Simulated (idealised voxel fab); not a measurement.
Title: Process Module voxel trench capacitor
Xsec cut, 210 nm wide, square cell size 5 nm.
Just so we're on the same page, the cross-sections are grids of square cells, and they're listed out in bands top to bottom, each band one or more rows deep. Quick guide to a band line: top height, bottom height (nm) up front; then every material left to right with its width in nm. Only one material and it's marked "all across"? Then it fills the band edge to edge. And "air" just means empty space. Where do heights start? At 0: under that level the wafer as delivered is made of one material only. And the lowest band has no floor; it just carries on downward, as in "0..down". When a width is written as two numbers, as in "30->40", the first number is the width in the top row of cells of the band and the second is the width in its bottom row, and the width changes by the same amount from each row to the next. Step marked "nothing was modified"? Then no cell in the cross-section changed in it. The entry "closed voids" lists the empty spaces that cover at least 8 cells and have no open path to the top. Each is written as width x height at distance, where the distance is measured from the left edge and all three values are in nm. That trailing text on a step's line, after the settings, is the simulator's own remark on the step. overlay nm: right-of-plan distance of the mask on a masked step; negative values mean left-of-plan.
-- The following list gives the planned process steps
- 1: RECEIVE (material Si)
- 2: CONFORMAL_DEP (material SiN; thk nm 10)
- 3: DIRECTIONAL_DEP (material aC; thk nm 10)
- 4: PATTERN (tone open; mask id TRENCH; material resist; width nm 15; pitch nm 30; thk nm 30; overlay nm 0)
- 5: DIRECTIONAL_ETCH (etch materials aC; depth nm 10)
- 6: STRIP (etch materials resist)
- 7: DIRECTIONAL_ETCH (etch materials SiN; depth nm 10)
- 8: DIRECTIONAL_ETCH (etch materials Si; depth nm 30)
- 9: STRIP (etch materials aC)
- 10: CONFORMAL_DEP (material SiO2; thk nm 5)
- 11: FILL_DEP (material polySi; thk nm 10)
- 12: CMP (height nm 10)
-- Wafer as received: cross-section following step 1
    0..down: Si all across
    closed voids: none
-- Wafer cross-section at module end: first of two, run to plan
    10..0: 65 SiN | 5 SiO2 | 5 polySi | 5 SiO2 | 15 SiN | 5 SiO2 | 5 polySi | 5 SiO2 | 15 SiN | 5 SiO2 | 5 polySi | 5 SiO2 | 70 SiN
    0..-25: 65 Si | 5 SiO2 | 5 polySi | 5 SiO2 | 15 Si | 5 SiO2 | 5 polySi | 5 SiO2 | 15 Si | 5 SiO2 | 5 polySi | 5 SiO2 | 70 Si
    -25..-30: 65 Si | 15 SiO2 | 15 Si | 15 SiO2 | 15 Si | 15 SiO2 | 70 Si
    -30..down: Si all across
    closed voids: none
-- Wafer two (of two), end-of-module cross-section: start = wafer one, plan = wafer one, one run mistake
    10..0: 65 SiN | 5 SiO2 | 5 polySi | 5 SiO2 | 15 SiN | 5 SiO2 | 5 polySi | 5 SiO2 | 15 SiN | 5 SiO2 | 5 polySi | 5 SiO2 | 70 SiN
    0..-55: 65 Si | 5 SiO2 | 5 polySi | 5 SiO2 | 15 Si | 5 SiO2 | 5 polySi | 5 SiO2 | 15 Si | 5 SiO2 | 5 polySi | 5 SiO2 | 70 Si
    -55..-60: 65 Si | 15 SiO2 | 15 Si | 15 SiO2 | 15 Si | 15 SiO2 | 70 Si
    -60..down: Si all across
    closed voids: none
What broke from the plan during processing? twice, step 8 of the plan was run
Upon completion, the second wafer contains, in terms of cells, a greater or smaller amount of certain materials than the first wafer: Si -54 | SiO2 +36 | polySi +18
